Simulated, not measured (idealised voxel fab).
process module | voxel tone inversion
cross-section cut | 285 nm wide | cells 5 nm
A cross-section is a grid of square cells, given in bands from the top down. A band is one or more rows of cells.
Each band's line starts with the height of the band's top and of its bottom, in nm. Then come its materials from left to right, each with its width in nm. One material with "throughout" fills the band from edge to edge. "air" is empty space.
Height 0 is the level under which the wafer as received is all one material. The lowest band goes on downwards, as in "0 down".
A width such as "30 to 40" changes by the same amount from each row of cells to the next, from the band's top row to its bottom row.
"no change" after a step means that no cell of the cross-section changed.
closed voids: empty space of 8 cells or more with no open way to the top, each as width x height at its distance from the left edge, in nm
after a step's settings: what the simulator itself notes on the step
overlay nm, on a step with a mask: how far to the right of its planned place the mask lay; to the left if negative
plan
1 op RECEIVE | material Si
2 op CONFORMAL_DEP | material SiN | thk nm 10
3 op DIRECTIONAL_DEP | material aC | thk nm 15
4 op PATTERN | tone cover | mask id POSTS | material resist | width nm 20 | pitch nm 35 | thk nm 20 | overlay nm 0
5 op DIRECTIONAL_ETCH | etch materials aC | depth nm 15
6 op STRIP | etch materials resist
7 op FILL_DEP | material lowk | thk nm 10
8 op CMP | height nm 25
9 op STRIP | etch materials aC
10 op CONFORMAL_DEP | material TiN | thk nm 5
11 op FILL_DEP | material W | thk nm 10
12 op CMP | height nm 25
13 op CONFORMAL_DEP | material SiN | thk nm 5
first wafer, as planned
as received, after step 1
  0 down: Si throughout
  closed voids: none
after step 2
  10 to 0: SiN throughout
  below 0: unchanged
after step 3
  25 to 10: aC throughout
  below 10: unchanged
after step 4
  45 to 25: air 115 | resist 20 | air 15 | resist 20 | air 115
  below 25: unchanged
after step 5
  30 to 25: air 115 | resist 20 | air 15 | resist 20 | air 115
  25 to 10: air 115 | aC 20 | air 15 | aC 20 | air 115
  below 10: unchanged
after step 6
  25 to 10: air 115 | aC 20 | air 15 | aC 20 | air 115
  below 10: unchanged
after step 7
  35 to 25: lowk throughout
  25 to 10: lowk 115 | aC 20 | lowk 15 | aC 20 | lowk 115
  below 10: unchanged
after step 8
  25 to 10: lowk 115 | aC 20 | lowk 15 | aC 20 | lowk 115
  below 10: unchanged
after step 9
  25 to 10: lowk 115 | air 20 | lowk 15 | air 20 | lowk 115
  below 10: unchanged
after step 10
  30 to 25: TiN 120 | air 10 | TiN 25 | air 10 | TiN 120
  25 to 15: lowk 115 | TiN 5 | air 10 | TiN 5 | lowk 15 | TiN 5 | air 10 | TiN 5 | lowk 115
  15 to 10: lowk 115 | TiN 20 | lowk 15 | TiN 20 | lowk 115
  below 10: unchanged
after step 11
  40 to 30: W throughout
  30 to 25: TiN 120 | W 10 | TiN 25 | W 10 | TiN 120
  25 to 15: lowk 115 | TiN 5 | W 10 | TiN 5 | lowk 15 | TiN 5 | W 10 | TiN 5 | lowk 115
  below 15: unchanged
after step 12
  25 to 15: lowk 115 | TiN 5 | W 10 | TiN 5 | lowk 15 | TiN 5 | W 10 | TiN 5 | lowk 115
  below 15: unchanged
after step 13
  30 to 25: SiN throughout
  below 25: unchanged
second wafer: like start, like plan, one mistake. Through step 1 it matches the first wafer
when step 2 should have ended
  10 to 0: TiN throughout
  below 0: unchanged
when step 3 should have ended
  25 to 10: aC throughout
  below 10: unchanged
when step 4 should have ended
  45 to 25: air 115 | resist 20 | air 15 | resist 20 | air 115
  below 25: unchanged
when step 5 should have ended
  30 to 25: air 115 | resist 20 | air 15 | resist 20 | air 115
  25 to 10: air 115 | aC 20 | air 15 | aC 20 | air 115
  below 10: unchanged
when step 6 should have ended
  25 to 10: air 115 | aC 20 | air 15 | aC 20 | air 115
  below 10: unchanged
when step 7 should have ended
  35 to 25: lowk throughout
  25 to 10: lowk 115 | aC 20 | lowk 15 | aC 20 | lowk 115
  below 10: unchanged
when step 8 should have ended
  25 to 10: lowk 115 | aC 20 | lowk 15 | aC 20 | lowk 115
  below 10: unchanged
when step 9 should have ended
  25 to 10: lowk 115 | air 20 | lowk 15 | air 20 | lowk 115
  below 10: unchanged
when step 10 should have ended
  30 to 25: TiN 120 | air 10 | TiN 25 | air 10 | TiN 120
  25 to 15: lowk 115 | TiN 5 | air 10 | TiN 5 | lowk 15 | TiN 5 | air 10 | TiN 5 | lowk 115
  15 to 10: lowk 115 | TiN 20 | lowk 15 | TiN 20 | lowk 115
  below 10: unchanged
when step 11 should have ended
  40 to 30: W throughout
  30 to 25: TiN 120 | W 10 | TiN 25 | W 10 | TiN 120
  25 to 15: lowk 115 | TiN 5 | W 10 | TiN 5 | lowk 15 | TiN 5 | W 10 | TiN 5 | lowk 115
  below 15: unchanged
when step 12 should have ended
  25 to 15: lowk 115 | TiN 5 | W 10 | TiN 5 | lowk 15 | TiN 5 | W 10 | TiN 5 | lowk 115
  below 15: unchanged
when step 13 should have ended
  30 to 25: SiN throughout
  below 25: unchanged
what went wrong: step 2 ran as: op CONFORMAL_DEP | material TiN | thk nm 10
at the end the second wafer has, in cells: 114 fewer of SiN | 114 more of TiN
